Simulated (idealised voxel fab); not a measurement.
You're looking at the process module voxel spacer lines.
For reference, the cross-section in this document is cut, with width 225 nm and square cells of 5 nm.
In what follows, cross-sections appear as grids of square cells, described through bands that run from the top down, where every band is one or more rows of cells.
Look at the band entry: it leads with the top's height and the bottom's height in nm. Then it lists the materials left to right, with a width in nm for each. The word "edge to edge" on a single material says that material fills the band edge to edge. The word "blank" is empty space.
Measure heights from 0. That's the level where, below it, the as-received wafer is all one material. The lowest band is bottomless and extends downward; write it as in "0 and below".
The two numbers in a width such as "30..40" mark its ends across the band: the first belongs to the top row of cells, the second to the bottom row, and from each row to the next the width moves by the same amount.
Step marked "everything unchanged"? Then no cell in the cross-section changed in it.
Any empty space of 8 cells or more lacking an open way to the top shows up in "Trapped voids" as width x height at distance, distance from the left edge, in nm.
Read whatever lies past the settings on a step's line as the simulator's own remark about the step.
Each step line may optionally specify "overlay nm", which for a step with a mask gives the rightward distance between the mask's planned place and where it lay, a negative value indicating the leftward direction.

### Process steps foreseen in the plan
step 1: RECEIVE (material Si)
step 2: CONFORMAL_DEP (material Al2O3; thk nm 10)
step 3: DIRECTIONAL_DEP (material polySi; thk nm 15)
step 4: DIRECTIONAL_DEP (material aC; thk nm 30)
step 5: PATTERN (tone cover; mask id MANDREL; material resist; width nm 20; pitch nm 60; thk nm 35; overlay nm -15)
step 6: DIRECTIONAL_ETCH (etch materials aC; depth nm 30)
step 7: STRIP (etch materials resist)
step 8: CONFORMAL_DEP (material SiO2; thk nm 10)
step 9: DIRECTIONAL_ETCH (etch materials SiO2; depth nm 10)
step 10: STRIP (etch materials aC)
step 11: DIRECTIONAL_ETCH (etch materials polySi; depth nm 15)
step 12: STRIP (etch materials SiO2)
All wafers enter the flow in the same state. The overlay nm at step 5 differs from wafer to wafer, and the plan gives the value for the first wafer.

### The first of several wafers in cross-section, exactly as it reached us after step 1
* 0 and below: Si edge to edge
* Trapped voids: none

### Wafer cross-section (first of several) - module end, post step 12 (last step)
* 25 down to 10: blank: 45; polySi: 10; blank: 20; polySi: 10; blank: 20; polySi: 10; blank: 20; polySi: 10; blank: 80
* 10 down to 0: Al2O3 edge to edge
* 0 and below: Si edge to edge
* Trapped voids: none

### Cross-section of the final wafer among several, taken at the end of the module
* 25 down to 10: blank: 75; polySi: 10; blank: 20; polySi: 10; blank: 20; polySi: 10; blank: 20; polySi: 10; blank: 50
* 10 down to 0: Al2O3 edge to edge
* 0 and below: Si edge to edge
* Trapped voids: none

### Gained (+) or lost (-) cells of each material since receipt, then closed voids: one row per wafer, at the end of the module
overlay nm -15; +90 Al2O3; +24 polySi; Trapped voids: none
overlay nm -10; +90 Al2O3; +24 polySi; Trapped voids: none
overlay nm -5; +90 Al2O3; +24 polySi; Trapped voids: none
overlay nm 0; +90 Al2O3; +24 polySi; Trapped voids: none
overlay nm 5; +90 Al2O3; +24 polySi; Trapped voids: none
overlay nm 10; +90 Al2O3; +24 polySi; Trapped voids: none
overlay nm 15; +90 Al2O3; +24 polySi; Trapped voids: none
